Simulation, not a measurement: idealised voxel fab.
Module name: voxel lift off (process module)
Section cut is 165 nm wide and gridded with 5 nm square cells.
Throughout this document, each cross-section is represented as a grid of square cells and is presented as a sequence of bands enumerated from the top downward, where a band comprises one or more rows of cells. The band entry comprises the height of the band's top followed by the height of its bottom, expressed in nm, and subsequently the band's materials from left to right, each stated together with its width in nm. Where a single material is marked with the word "everywhere", that material fills the band from edge to edge. The word "blank" represents empty space. Convention: height 0 is the level below which the wafer, as received, is all one material. The lowest band does not terminate at the bottom but continues downward, represented as "0 and below". When a width is written as two numbers, as in "30 to 40", the first number is the width in the top row of cells of the band and the second is the width in its bottom row, and the width changes by the same amount from each row to the next. For the purposes of this document, the phrase "no alterations made" attached to a step denotes that no cell within the cross-section was modified by that step. Under "Closed void catalog" you'll find the enclosed gaps, the ones with no way out to the top, that are 8 cells or bigger; each reads width x height at distance, with distance counted from the left edge, everything in nm. Past the settings on a step's line: simulator remark, on that step. "overlay nm" answers the question of how far to the right of plan the mask lay on a step that has a mask, and when it is negative the answer is to the left.

### Listed below are the process steps as planned
1. RECEIVE: material Si
2. CONFORMAL_DEP: material Al2O3, thk nm 5
3. PATTERN: tone open, mask id LINES, material resist, width nm 30, pitch nm 45, thk nm 15, overlay nm 0
4. DIRECTIONAL_DEP: material Ru, thk nm 5
5. STRIP: etch materials resist
6. CONFORMAL_DEP: material SiN, thk nm 5

### What follows covers the first of two wafers; it ran as planned

### Incoming wafer, cross-sectional view, post step 1
> 0 and below | Si everywhere
> Closed void catalog: none

### The wafer, seen in cross-section, after step 2
> 5 down to 0 | Al2O3 everywhere
> Below 0 it's all the same as before, nothing changed down there.

### The wafer, seen in cross-section, after step 3
> 20 down to 5 | resist 20 | blank 30 | resist 15 | blank 30 | resist 15 | blank 30 | resist 25
> Below 5 it's all the same as before, nothing changed down there.

### The wafer, seen in cross-section, after step 4
> 25 down to 20 | Ru 20 | blank 30 | Ru 15 | blank 30 | Ru 15 | blank 30 | Ru 25
> 20 down to 10 | resist 20 | blank 30 | resist 15 | blank 30 | resist 15 | blank 30 | resist 25
> 10 down to 5 | resist 20 | Ru 30 | resist 15 | Ru 30 | resist 15 | Ru 30 | resist 25
> Below 5 it's all the same as before, nothing changed down there.

### The wafer, seen in cross-section, after step 5
> 10 down to 5 | blank 20 | Ru 30 | blank 15 | Ru 30 | blank 15 | Ru 30 | blank 25
> Below 5 it's all the same as before, nothing changed down there.

### The wafer, seen in cross-section, after step 6
> 15 down to 10 | blank 15 | SiN 40 | blank 5 | SiN 40 | blank 5 | SiN 40 | blank 20
> 10 down to 5 | SiN 20 | Ru 30 | SiN 15 | Ru 30 | SiN 15 | Ru 30 | SiN 25
> Below 5 it's all the same as before, nothing changed down there.

### Okay, second wafer. Nothing different at the start, nothing different in the plan, just one mistake somewhere in the running. As far as step 5, counting that step, it's the first wafer all over again

The second wafer cut through, at the time step 6 was supposed to be finished: no alterations made
Diagnosis: plan step 6 was not performed, having been skipped
The final cell counts differ between the wafers, with the second having more or fewer of some materials than the first: 39 fewer of SiN
